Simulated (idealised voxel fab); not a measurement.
A process module follows: voxel transistor to metal.
Pictured: cross-section cut, 185 nm wide, on a grid of 5 nm square cells.
Just so we're on the same page, the cross-sections are grids of square cells, and they're listed out in bands top to bottom, each band one or more rows deep. Each band's line starts with the height of the band's top and of its bottom, in nm. Then come its materials from left to right, each with its width in nm. One material with "everywhere" fills the band from edge to edge. "blank" is empty space. The reference from which all heights are counted is 0, the level beneath which the as-received wafer is entirely one material; the lowest band, having no lower bound, proceeds downward and is written after the example "z 0 and below". Quick explanation for "30->40": the width changes in equal steps down the rows of cells, from the first number in the band's top row to the second number in its bottom row. "no alterations made" means the step left every cell of the cross-section as it was. "Enclosed void list" specifies each empty space that is not open to the top and that occupies no fewer than 8 cells, using the form width x height at distance, the distance measured from the left edge and all three quantities in nm. On each step's line, the part that comes after the settings is the simulator's own comment on the step. "overlay nm" denotes, for a step that has a mask, the displacement of the mask to the right of its planned place, with negative values corresponding to the left.
# Steps in the process plan
1) RECEIVE, material Si
2) CONFORMAL_DEP, material SiO2, thk nm 5
3) CONFORMAL_DEP, material SiN, thk nm 10
4) DIRECTIONAL_DEP, material aC, thk nm 15
5) PATTERN, tone cover, mask id ACTIVE, material resist, width nm 100, thk nm 30, overlay nm 0
6) DIRECTIONAL_ETCH, etch materials aC, depth nm 15
7) STRIP, etch materials resist
8) DIRECTIONAL_ETCH, etch materials SiN, depth nm 10
9) DIRECTIONAL_ETCH, etch materials SiO2, depth nm 5
10) DIRECTIONAL_ETCH, etch materials Si, depth nm 30
11) STRIP, etch materials aC
12) FILL_DEP, material SiO2, thk nm 15
13) CMP, height nm 15
14) SELECTIVE_ETCH, etch materials SiO2, depth nm 10
15) STRIP, etch materials SiN
16) SELECTIVE_ETCH, etch materials SiO2, depth nm 5
17) OXIDIZE, depth nm 5
18) DIRECTIONAL_DEP, material polySi, thk nm 25
19) DIRECTIONAL_DEP, material SiCN, thk nm 10
20) DIRECTIONAL_DEP, material aC, thk nm 15
21) PATTERN, tone cover, mask id GATE, material resist, width nm 20, thk nm 35, overlay nm 0
22) DIRECTIONAL_ETCH, etch materials aC, depth nm 15
23) STRIP, etch materials resist
24) DIRECTIONAL_ETCH, etch materials SiCN, depth nm 20
25) DIRECTIONAL_ETCH, etch materials polySi, depth nm 35
26) STRIP, etch materials aC
27) CONFORMAL_DEP, material SiN, thk nm 10
28) DIRECTIONAL_ETCH, etch materials SiN, depth nm 10
29) DIRECTIONAL_ETCH, etch materials SiO2, depth nm 5
30) DIRECTIONAL_ETCH, etch materials Si, depth nm 10
31) EPI, material SiGe, thk nm 15
32) FILL_DEP, material SiO2, thk nm 5
33) CMP, height nm 35
34) DIRECTIONAL_DEP, material SiO2, thk nm 10
35) PATTERN, tone open, mask id CONTACT, material resist, width nm 30, pitch nm 60, thk nm 15, overlay nm 0
36) DIRECTIONAL_ETCH, etch materials SiO2, depth nm 45
37) STRIP, etch materials resist
38) CONFORMAL_DEP, material TiN, thk nm 5
39) FILL_DEP, material W, thk nm 10
40) CMP, height nm 45
41) CONFORMAL_DEP, material SiN, thk nm 5
42) DIRECTIONAL_DEP, material SiO2, thk nm 20
43) MASKED_ETCH, tone open, mask id METAL_1, width nm 15, pitch nm 75, etch materials SiO2, depth nm 20, overlay nm 0
44) MASKED_ETCH, tone open, mask id METAL_1, width nm 15, pitch nm 75, etch materials SiN, depth nm 5, overlay nm 0
45) CONFORMAL_DEP, material TiN, thk nm 5
46) FILL_DEP, material Cu, thk nm 10
47) CMP, height nm 70
48) CONFORMAL_DEP, material SiCN, thk nm 5
49) DIRECTIONAL_DEP, material SiO2, thk nm 25
50) PATTERN, tone open, mask id METAL_2, material resist, width nm 15, pitch nm 75, thk nm 15, overlay nm 0
51) DIRECTIONAL_ETCH, etch materials SiO2, depth nm 15
52) STRIP, etch materials resist
53) DIRECTIONAL_DEP, material aC, thk nm 15
54) PATTERN, tone open, mask id METAL_2_HOLES, material resist, width nm 15, pitch nm 75, thk nm 35, overlay nm 0
55) DIRECTIONAL_ETCH, etch materials aC, depth nm 15
56) STRIP, etch materials resist
57) DIRECTIONAL_ETCH, etch materials SiO2, depth nm 10
58) DIRECTIONAL_ETCH, etch materials SiCN, depth nm 5
59) STRIP, etch materials aC
60) CONFORMAL_DEP, material TiN, thk nm 5
61) FILL_DEP, material Cu, thk nm 10
62) CMP, height nm 100
63) CONFORMAL_DEP, material SiN, thk nm 5
# Run as planned: first of two wafers
# Wafer as received: cross-section following step 1
- z 0 and below | Si everywhere
- Enclosed void list: none
# The following cross-section depicts the wafer upon completion of step 2
- z 5 to 0 | SiO2 everywhere
- Unchanged below 0.
# The following cross-section depicts the wafer upon completion of step 3
- z 15 to 5 | SiN everywhere
- Unchanged below 5.
# The following cross-section depicts the wafer upon completion of step 4
- z 30 to 15 | aC everywhere
- Unchanged below 15.
# The following cross-section depicts the wafer upon completion of step 5
- z 60 to 30 | 40 nm blank; 100 nm resist; 45 nm blank
- Unchanged below 30.
# The following cross-section depicts the wafer upon completion of step 6
- z 45 to 30 | 40 nm blank; 100 nm resist; 45 nm blank
- z 30 to 15 | 40 nm blank; 100 nm aC; 45 nm blank
- Unchanged below 15.
# The following cross-section depicts the wafer upon completion of step 7
- z 30 to 15 | 40 nm blank; 100 nm aC; 45 nm blank
- Unchanged below 15.
# The following cross-section depicts the wafer upon completion of step 8
- z 30 to 15 | 40 nm blank; 100 nm aC; 45 nm blank
- z 15 to 5 | 40 nm blank; 100 nm SiN; 45 nm blank
- Unchanged below 5.
# The following cross-section depicts the wafer upon completion of step 9
- z 30 to 15 | 40 nm blank; 100 nm aC; 45 nm blank
- z 15 to 5 | 40 nm blank; 100 nm SiN; 45 nm blank
- z 5 to 0 | 40 nm blank; 100 nm SiO2; 45 nm blank
- Unchanged below 0.
# The following cross-section depicts the wafer upon completion of step 10
- z 30 to 15 | 40 nm blank; 100 nm aC; 45 nm blank
- z 15 to 5 | 40 nm blank; 100 nm SiN; 45 nm blank
- z 5 to 0 | 40 nm blank; 100 nm SiO2; 45 nm blank
- z 0 to -30 | 40 nm blank; 100 nm Si; 45 nm blank
- Unchanged below -30.
# The following cross-section depicts the wafer upon completion of step 11
- z 15 to 5 | 40 nm blank; 100 nm SiN; 45 nm blank
- Unchanged below 5.
# The following cross-section depicts the wafer upon completion of step 12
- z 30 to 15 | SiO2 everywhere
- z 15 to 5 | 40 nm SiO2; 100 nm SiN; 45 nm SiO2
- z 5 to 0 | SiO2 everywhere
- z 0 to -30 | 40 nm SiO2; 100 nm Si; 45 nm SiO2
- Unchanged below -30.
# The following cross-section depicts the wafer upon completion of step 13
- z 15 to 5 | 40 nm SiO2; 100 nm SiN; 45 nm SiO2
- Unchanged below 5.
# The following cross-section depicts the wafer upon completion of step 14
- z 15 to 5 | 40 nm blank; 100 nm SiN; 45 nm blank
- Unchanged below 5.
# The following cross-section depicts the wafer upon completion of step 15
- z 5 to 0 | SiO2 everywhere
- Unchanged below 0.
# The following cross-section depicts the wafer upon completion of step 16
- z 0 to -30 | 40 nm SiO2; 100 nm Si; 45 nm SiO2
- Unchanged below -30.
# The following cross-section depicts the wafer upon completion of step 17
- z 0 to -5 | SiO2 everywhere
- Unchanged below -5.
# The following cross-section depicts the wafer upon completion of step 18
- z 25 to 0 | polySi everywhere
- Unchanged below 0.
# The following cross-section depicts the wafer upon completion of step 19
- z 35 to 25 | SiCN everywhere
- Unchanged below 25.
# The following cross-section depicts the wafer upon completion of step 20
- z 50 to 35 | aC everywhere
- Unchanged below 35.
# The following cross-section depicts the wafer upon completion of step 21
- z 85 to 50 | 80 nm blank; 20 nm resist; 85 nm blank
- Unchanged below 50.
# The following cross-section depicts the wafer upon completion of step 22
- z 70 to 50 | 80 nm blank; 20 nm resist; 85 nm blank
- z 50 to 35 | 80 nm blank; 20 nm aC; 85 nm blank
- Unchanged below 35.
# The following cross-section depicts the wafer upon completion of step 23
- z 50 to 35 | 80 nm blank; 20 nm aC; 85 nm blank
- Unchanged below 35.
# The following cross-section depicts the wafer upon completion of step 24
- z 50 to 35 | 80 nm blank; 20 nm aC; 85 nm blank
- z 35 to 25 | 80 nm blank; 20 nm SiCN; 85 nm blank
- Unchanged below 25.
# The following cross-section depicts the wafer upon completion of step 25
- z 50 to 35 | 80 nm blank; 20 nm aC; 85 nm blank
- z 35 to 25 | 80 nm blank; 20 nm SiCN; 85 nm blank
- z 25 to 0 | 80 nm blank; 20 nm polySi; 85 nm blank
- Unchanged below 0.
# The following cross-section depicts the wafer upon completion of step 26
- z 35 to 25 | 80 nm blank; 20 nm SiCN; 85 nm blank
- Unchanged below 25.
# The following cross-section depicts the wafer upon completion of step 27
- z 45 to 35 | 70 nm blank; 40 nm SiN; 75 nm blank
- z 35 to 25 | 70 nm blank; 10 nm SiN; 20 nm SiCN; 10 nm SiN; 75 nm blank
- z 25 to 10 | 70 nm blank; 10 nm SiN; 20 nm polySi; 10 nm SiN; 75 nm blank
- z 10 to 0 | 80 nm SiN; 20 nm polySi; 85 nm SiN
- Unchanged below 0.
# The following cross-section depicts the wafer upon completion of step 28
- z 35 to 25 | 70 nm blank; 10 nm SiN; 20 nm SiCN; 10 nm SiN; 75 nm blank
- z 25 to 0 | 70 nm blank; 10 nm SiN; 20 nm polySi; 10 nm SiN; 75 nm blank
- Unchanged below 0.
# The following cross-section depicts the wafer upon completion of step 29
- z 35 to 25 | 70 nm blank; 10 nm SiN; 20 nm SiCN; 10 nm SiN; 75 nm blank
- z 25 to 0 | 70 nm blank; 10 nm SiN; 20 nm polySi; 10 nm SiN; 75 nm blank
- z 0 to -5 | 70 nm blank; 40 nm SiO2; 75 nm blank
- Unchanged below -5.
# The following cross-section depicts the wafer upon completion of step 30
- z 35 to 25 | 70 nm blank; 10 nm SiN; 20 nm SiCN; 10 nm SiN; 75 nm blank
- z 25 to 0 | 70 nm blank; 10 nm SiN; 20 nm polySi; 10 nm SiN; 75 nm blank
- z 0 to -5 | 70 nm blank; 40 nm SiO2; 75 nm blank
- z -5 to -15 | 40 nm SiO2; 30 nm blank; 40 nm Si; 30 nm blank; 45 nm SiO2
- Unchanged below -15.
# The following cross-section depicts the wafer upon completion of step 31
- z 35 to 25 | 70 nm blank; 10 nm SiN; 20 nm SiCN; 10 nm SiN; 75 nm blank
- z 25 to 10 | 70 nm blank; 10 nm SiN; 20 nm polySi; 10 nm SiN; 75 nm blank
- z 10 to 0 | 55 nm blank; 15 nm SiGe; 10 nm SiN; 20 nm polySi; 10 nm SiN; 15 nm SiGe; 60 nm blank
- z 0 to -5 | 35 nm blank; 35 nm SiGe; 40 nm SiO2; 35 nm SiGe; 40 nm blank
- z -5 to -15 | 40 nm SiO2; 30 nm SiGe; 40 nm Si; 30 nm SiGe; 45 nm SiO2
- Unchanged below -15.
# The following cross-section depicts the wafer upon completion of step 32
- z 40 to 35 | SiO2 everywhere
- z 35 to 25 | 70 nm SiO2; 10 nm SiN; 20 nm SiCN; 10 nm SiN; 75 nm SiO2
- z 25 to 10 | 70 nm SiO2; 10 nm SiN; 20 nm polySi; 10 nm SiN; 75 nm SiO2
- z 10 to 0 | 55 nm SiO2; 15 nm SiGe; 10 nm SiN; 20 nm polySi; 10 nm SiN; 15 nm SiGe; 60 nm SiO2
- z 0 to -5 | 35 nm SiO2; 35 nm SiGe; 40 nm SiO2; 35 nm SiGe; 40 nm SiO2
- Unchanged below -5.
# The following cross-section depicts the wafer upon completion of step 33
- z 35 to 25 | 70 nm SiO2; 10 nm SiN; 20 nm SiCN; 10 nm SiN; 75 nm SiO2
- Unchanged below 25.
# The following cross-section depicts the wafer upon completion of step 34
- z 45 to 35 | SiO2 everywhere
- Unchanged below 35.
# The following cross-section depicts the wafer upon completion of step 35
- z 60 to 45 | 45 nm resist; 30 nm blank; 30 nm resist; 30 nm blank; 50 nm resist
- Unchanged below 45.
# The following cross-section depicts the wafer upon completion of step 36
- z 60 to 45 | 45 nm resist; 30 nm blank; 30 nm resist; 30 nm blank; 50 nm resist
- z 45 to 35 | 45 nm SiO2; 30 nm blank; 30 nm SiO2; 30 nm blank; 50 nm SiO2
- z 35 to 25 | 45 nm SiO2; 25 nm blank; 10 nm SiN; 20 nm SiCN; 10 nm SiN; 25 nm blank; 50 nm SiO2
- z 25 to 10 | 45 nm SiO2; 25 nm blank; 10 nm SiN; 20 nm polySi; 10 nm SiN; 25 nm blank; 50 nm SiO2
- z 10 to 0 | 45 nm SiO2; 10 nm blank; 15 nm SiGe; 10 nm SiN; 20 nm polySi; 10 nm SiN; 15 nm SiGe; 10 nm blank; 50 nm SiO2
- Unchanged below 0.
# The following cross-section depicts the wafer upon completion of step 37
- z 45 to 35 | 45 nm SiO2; 30 nm blank; 30 nm SiO2; 30 nm blank; 50 nm SiO2
- Unchanged below 35.
# The following cross-section depicts the wafer upon completion of step 38
- z 50 to 45 | 50 nm TiN; 20 nm blank; 40 nm TiN; 20 nm blank; 55 nm TiN
- z 45 to 35 | 45 nm SiO2; 5 nm TiN; 20->15 nm blank; 5->10 nm TiN; 30 nm SiO2; 5->10 nm TiN; 20->15 nm blank; 5 nm TiN; 50 nm SiO2
- z 35 to 25 | 45 nm SiO2; 5 nm TiN; 15 nm blank; 5 nm TiN; 10 nm SiN; 20 nm SiCN; 10 nm SiN; 5 nm TiN; 15 nm blank; 5 nm TiN; 50 nm SiO2
- z 25 to 15 | 45 nm SiO2; 5 nm TiN; 15 nm blank; 5 nm TiN; 10 nm SiN; 20 nm polySi; 10 nm SiN; 5 nm TiN; 15 nm blank; 5 nm TiN; 50 nm SiO2
- z 15 to 10 | 45 nm SiO2; 25 nm TiN; 10 nm SiN; 20 nm polySi; 10 nm SiN; 25 nm TiN; 50 nm SiO2
- z 10 to 0 | 45 nm SiO2; 10 nm TiN; 15 nm SiGe; 10 nm SiN; 20 nm polySi; 10 nm SiN; 15 nm SiGe; 10 nm TiN; 50 nm SiO2
- Unchanged below 0.
# The following cross-section depicts the wafer upon completion of step 39
- z 60 to 50 | W everywhere
- z 50 to 45 | 50 nm TiN; 20 nm W; 40 nm TiN; 20 nm W; 55 nm TiN
- z 45 to 35 | 45 nm SiO2; 5 nm TiN; 20->15 nm W; 5->10 nm TiN; 30 nm SiO2; 5->10 nm TiN; 20->15 nm W; 5 nm TiN; 50 nm SiO2
- z 35 to 25 | 45 nm SiO2; 5 nm TiN; 15 nm W; 5 nm TiN; 10 nm SiN; 20 nm SiCN; 10 nm SiN; 5 nm TiN; 15 nm W; 5 nm TiN; 50 nm SiO2
- z 25 to 15 | 45 nm SiO2; 5 nm TiN; 15 nm W; 5 nm TiN; 10 nm SiN; 20 nm polySi; 10 nm SiN; 5 nm TiN; 15 nm W; 5 nm TiN; 50 nm SiO2
- Unchanged below 15.
# The following cross-section depicts the wafer upon completion of step 40
- z 45 to 35 | 45 nm SiO2; 5 nm TiN; 20->15 nm W; 5->10 nm TiN; 30 nm SiO2; 5->10 nm TiN; 20->15 nm W; 5 nm TiN; 50 nm SiO2
- Unchanged below 35.
# The following cross-section depicts the wafer upon completion of step 41
- z 50 to 45 | SiN everywhere
- Unchanged below 45.
# The following cross-section depicts the wafer upon completion of step 42
- z 70 to 50 | SiO2 everywhere
- Unchanged below 50.
# The following cross-section depicts the wafer upon completion of step 43
- z 70 to 50 | 45 nm SiO2; 15 nm blank; 60 nm SiO2; 15 nm blank; 50 nm SiO2
- Unchanged below 50.
# The following cross-section depicts the wafer upon completion of step 44
- z 70 to 50 | 45 nm SiO2; 15 nm blank; 60 nm SiO2; 15 nm blank; 50 nm SiO2
- z 50 to 45 | 45 nm SiN; 15 nm blank; 60 nm SiN; 15 nm blank; 50 nm SiN
- Unchanged below 45.
# The following cross-section depicts the wafer upon completion of step 45
- z 75 to 70 | 50 nm TiN; 5 nm blank; 70 nm TiN; 5 nm blank; 55 nm TiN
- z 70 to 50 | 45 nm SiO2; 5 nm TiN; 5 nm blank; 5 nm TiN; 60 nm SiO2; 5 nm TiN; 5 nm blank; 5 nm TiN; 50 nm SiO2
- z 50 to 45 | 45 nm SiN; 15 nm TiN; 60 nm SiN; 15 nm TiN; 50 nm SiN
- Unchanged below 45.
# The following cross-section depicts the wafer upon completion of step 46
- z 85 to 75 | Cu everywhere
- z 75 to 70 | 50 nm TiN; 5 nm Cu; 70 nm TiN; 5 nm Cu; 55 nm TiN
- z 70 to 50 | 45 nm SiO2; 5 nm TiN; 5 nm Cu; 5 nm TiN; 60 nm SiO2; 5 nm TiN; 5 nm Cu; 5 nm TiN; 50 nm SiO2
- Unchanged below 50.
# The following cross-section depicts the wafer upon completion of step 47
- z 70 to 50 | 45 nm SiO2; 5 nm TiN; 5 nm Cu; 5 nm TiN; 60 nm SiO2; 5 nm TiN; 5 nm Cu; 5 nm TiN; 50 nm SiO2
- Unchanged below 50.
# The following cross-section depicts the wafer upon completion of step 48
- z 75 to 70 | SiCN everywhere
- Unchanged below 70.
# The following cross-section depicts the wafer upon completion of step 49
- z 100 to 75 | SiO2 everywhere
- Unchanged below 75.
# The following cross-section depicts the wafer upon completion of step 50
- z 115 to 100 | 45 nm resist; 15 nm blank; 60 nm resist; 15 nm blank; 50 nm resist
- Unchanged below 100.
# The following cross-section depicts the wafer upon completion of step 51
- z 115 to 100 | 45 nm resist; 15 nm blank; 60 nm resist; 15 nm blank; 50 nm resist
- z 100 to 85 | 45 nm SiO2; 15 nm blank; 60 nm SiO2; 15 nm blank; 50 nm SiO2
- Unchanged below 85.
# The following cross-section depicts the wafer upon completion of step 52
- z 100 to 85 | 45 nm SiO2; 15 nm blank; 60 nm SiO2; 15 nm blank; 50 nm SiO2
- Unchanged below 85.
# The following cross-section depicts the wafer upon completion of step 53
- z 115 to 100 | 45 nm aC; 15 nm blank; 60 nm aC; 15 nm blank; 50 nm aC
- z 100 to 85 | 45 nm SiO2; 15 nm aC; 60 nm SiO2; 15 nm aC; 50 nm SiO2
- Unchanged below 85.
# The following cross-section depicts the wafer upon completion of step 54
- z 150 to 115 | 45 nm resist; 15 nm blank; 60 nm resist; 15 nm blank; 50 nm resist
- Unchanged below 115.
# The following cross-section depicts the wafer upon completion of step 55
- z 135 to 115 | 45 nm resist; 15 nm blank; 60 nm resist; 15 nm blank; 50 nm resist
- z 115 to 100 | 45 nm aC; 15 nm blank; 60 nm aC; 15 nm blank; 50 nm aC
- z 100 to 85 | 45 nm SiO2; 15 nm blank; 60 nm SiO2; 15 nm blank; 50 nm SiO2
- Unchanged below 85.
# The following cross-section depicts the wafer upon completion of step 56
- z 115 to 100 | 45 nm aC; 15 nm blank; 60 nm aC; 15 nm blank; 50 nm aC
- Unchanged below 100.
# The following cross-section depicts the wafer upon completion of step 57
- z 115 to 100 | 45 nm aC; 15 nm blank; 60 nm aC; 15 nm blank; 50 nm aC
- z 100 to 75 | 45 nm SiO2; 15 nm blank; 60 nm SiO2; 15 nm blank; 50 nm SiO2
- Unchanged below 75.
# The following cross-section depicts the wafer upon completion of step 58
- z 115 to 100 | 45 nm aC; 15 nm blank; 60 nm aC; 15 nm blank; 50 nm aC
- z 100 to 75 | 45 nm SiO2; 15 nm blank; 60 nm SiO2; 15 nm blank; 50 nm SiO2
- z 75 to 70 | 45 nm SiCN; 15 nm blank; 60 nm SiCN; 15 nm blank; 50 nm SiCN
- Unchanged below 70.
# The following cross-section depicts the wafer upon completion of step 59
- z 100 to 75 | 45 nm SiO2; 15 nm blank; 60 nm SiO2; 15 nm blank; 50 nm SiO2
- Unchanged below 75.
# The following cross-section depicts the wafer upon completion of step 60
- z 105 to 100 | 50 nm TiN; 5 nm blank; 70 nm TiN; 5 nm blank; 55 nm TiN
- z 100 to 75 | 45 nm SiO2; 5 nm TiN; 5 nm blank; 5 nm TiN; 60 nm SiO2; 5 nm TiN; 5 nm blank; 5 nm TiN; 50 nm SiO2
- z 75 to 70 | 45 nm SiCN; 15 nm TiN; 60 nm SiCN; 15 nm TiN; 50 nm SiCN
- Unchanged below 70.
# The following cross-section depicts the wafer upon completion of step 61
- z 115 to 105 | Cu everywhere
- z 105 to 100 | 50 nm TiN; 5 nm Cu; 70 nm TiN; 5 nm Cu; 55 nm TiN
- z 100 to 75 | 45 nm SiO2; 5 nm TiN; 5 nm Cu; 5 nm TiN; 60 nm SiO2; 5 nm TiN; 5 nm Cu; 5 nm TiN; 50 nm SiO2
- Unchanged below 75.
# The following cross-section depicts the wafer upon completion of step 62
- z 100 to 75 | 45 nm SiO2; 5 nm TiN; 5 nm Cu; 5 nm TiN; 60 nm SiO2; 5 nm TiN; 5 nm Cu; 5 nm TiN; 50 nm SiO2
- Unchanged below 75.
# The following cross-section depicts the wafer upon completion of step 63
- z 105 to 100 | SiN everywhere
- Unchanged below 100.
# Wafer two of the pair: same origin, same plan, one error during the run; identical to wafer one up to and including step 49
# Cross-section of the second wafer at the time step 50 of the plan should have ended
- z 115 to 100 | 45 nm blank; 15 nm resist; 60 nm blank; 15 nm resist; 50 nm blank
- Unchanged below 100.
# Cross-section of the second wafer at the time step 51 of the plan should have ended
- z 115 to 100 | 45 nm blank; 15 nm resist; 60 nm blank; 15 nm resist; 50 nm blank
- z 100 to 85 | 45 nm blank; 15 nm SiO2; 60 nm blank; 15 nm SiO2; 50 nm blank
- Unchanged below 85.
# Cross-section of the second wafer at the time step 52 of the plan should have ended
- z 100 to 85 | 45 nm blank; 15 nm SiO2; 60 nm blank; 15 nm SiO2; 50 nm blank
- Unchanged below 85.
# Cross-section of the second wafer at the time step 53 of the plan should have ended
- z 115 to 100 | 45 nm blank; 15 nm aC; 60 nm blank; 15 nm aC; 50 nm blank
- z 100 to 85 | 45 nm aC; 15 nm SiO2; 60 nm aC; 15 nm SiO2; 50 nm aC
- Unchanged below 85.
# Cross-section of the second wafer at the time step 54 of the plan should have ended
- z 150 to 115 | 45 nm resist; 15 nm blank; 60 nm resist; 15 nm blank; 50 nm resist
- z 115 to 100 | 45 nm resist; 15 nm aC; 60 nm resist; 15 nm aC; 50 nm resist
- Unchanged below 100.
# Cross-section of the second wafer at the time step 55 of the plan should have ended
- z 135 to 100 | 45 nm resist; 15 nm blank; 60 nm resist; 15 nm blank; 50 nm resist
- Unchanged below 100.
# Cross-section of the second wafer at the time step 56 of the plan should have ended
- z 100 to 85 | 45 nm aC; 15 nm SiO2; 60 nm aC; 15 nm SiO2; 50 nm aC
- Unchanged below 85.
# Cross-section of the second wafer at the time step 57 of the plan should have ended
- z 100 to 90 | 45 nm aC; 15 nm blank; 60 nm aC; 15 nm blank; 50 nm aC
- Unchanged below 90.
Cross-section of the second wafer at the time step 58 of the plan should have ended: no alterations made
# Cross-section of the second wafer at the time step 59 of the plan should have ended
- z 90 to 85 | 45 nm blank; 15 nm SiO2; 60 nm blank; 15 nm SiO2; 50 nm blank
- Unchanged below 85.
# Cross-section of the second wafer at the time step 60 of the plan should have ended
- z 95 to 90 | 40 nm blank; 25 nm TiN; 50 nm blank; 25 nm TiN; 45 nm blank
- z 90 to 85 | 45 nm TiN; 15 nm SiO2; 60 nm TiN; 15 nm SiO2; 50 nm TiN
- Unchanged below 85.
# Cross-section of the second wafer at the time step 61 of the plan should have ended
- z 105 to 95 | Cu everywhere
- z 95 to 90 | 40 nm Cu; 25 nm TiN; 50 nm Cu; 25 nm TiN; 45 nm Cu
- Unchanged below 90.
# Cross-section of the second wafer at the time step 62 of the plan should have ended
- z 100 to 95 | Cu everywhere
- Unchanged below 95.
# Cross-section of the second wafer at the time step 63 of the plan should have ended
- z 105 to 100 | SiN everywhere
- Unchanged below 100.
Error vs. plan: step 50 did not happen as planned, as run it was PATTERN, tone cover, mask id METAL_2, material resist, width nm 15, pitch nm 75, thk nm 15, overlay nm 0
Count the cells at the end and the second wafer has more or fewer of some materials than the first: Cu: 54 more, SiCN: 6 more, SiO2: 75 fewer, TiN: 15 more
